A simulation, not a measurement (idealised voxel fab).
This section sets out a process module, namely voxel self aligned vias.
Xsec cut, 255 nm wide, square cell size 5 nm.
Cross-section, as written here: a square-cell grid given band by band from the top down, where a band holds one or more rows of cells. First you get the band's top height and its bottom height, in nm, and then the materials it's made of, left to right, with each width in nm. If you see a single material with "edge to edge", that one covers the band edge to edge. "blank" is empty space. The reference from which all heights are counted is 0, the level beneath which the as-received wafer is entirely one material; the lowest band, having no lower bound, proceeds downward and is written after the example "0..down". Read "30 to 40" as a graded width: first number on top, second number at the bottom, same change between each pair of neighbouring rows. "same as before" (step): cross-section cells unchanged, all of them. What "Enclosed empty spaces" gives you is every empty space of 8 cells or more that is cut off from the top. Each appears as width x height at distance, with the distance taken from the left edge and width, height and distance all in nm. On a step's line, text after the settings is the simulator commenting on that step. overlay nm: mask offset rightward from planned place, masked step; negative means leftward offset.

## Process steps foreseen in the plan
1) op RECEIVE | material Si
2) op CONFORMAL_DEP | material SiO2 | thk nm 10
3) op CONFORMAL_DEP | material SiCN | thk nm 5
4) op DIRECTIONAL_DEP | material SiO2 | thk nm 25
5) op MASKED_ETCH | tone open | mask id LINES | width nm 25 | pitch nm 60 | etch materials SiO2 | depth nm 25 | overlay nm 0
6) op CONFORMAL_DEP | material TiN | thk nm 5
7) op FILL_DEP | material W | thk nm 5
8) op CMP | height nm 40
9) op SELECTIVE_ETCH | etch materials W Ru TiN | depth nm 10
10) op FILL_DEP | material SiN | thk nm 10
11) op CMP | height nm 40
12) op DIRECTIONAL_DEP | material SiO2 | thk nm 20
13) op MASKED_ETCH | tone open | mask id VIAS | width nm 45 | pitch nm 120 | etch materials SiO2 | depth nm 20 | overlay nm 0
14) op MASKED_ETCH | tone open | mask id VIAS | width nm 45 | pitch nm 120 | etch materials SiN | depth nm 10 | overlay nm 0
15) op CONFORMAL_DEP | material TiN | thk nm 5
16) op FILL_DEP | material Cu | thk nm 5
17) op CMP | height nm 60
18) op CONFORMAL_DEP | material SiCN | thk nm 5

## Wafer cross-section on receipt, i.e. after step 1
  0..down  Si edge to edge
  Enclosed empty spaces: none

## Here's the wafer cut in cross-section after the module, started and planned just like above, except one thing was done wrong in the run
  65..60  SiCN edge to edge
  60..40  45 SiO2; 5 TiN; 35 Cu; 5 TiN; 75 SiO2; 5 TiN; 35 Cu; 5 TiN; 45 SiO2
  40..35  45 SiO2; 5 TiN; 35 Cu; 5 TiN; 25 SiO2; 25 SiN; 25 SiO2; 5 TiN; 35 Cu; 5 TiN; 45 SiO2
  35..30  45 SiO2; 45 TiN; 25 SiO2; 25 SiN; 25 SiO2; 45 TiN; 45 SiO2
  30..20  45 SiO2; 15 TiN; 15 W; 15 TiN; 25 SiO2; 5 TiN; 15 W; 5 TiN; 25 SiO2; 15 TiN; 15 W; 15 TiN; 45 SiO2
  20..15  55 SiO2; 25 TiN; 35 SiO2; 25 TiN; 35 SiO2; 25 TiN; 55 SiO2
  15..10  SiCN edge to edge
  10..0  SiO2 edge to edge
  0..down  Si edge to edge
  Enclosed empty spaces: none
Nonconformance to the process plan: twice, step 13 of the plan was run
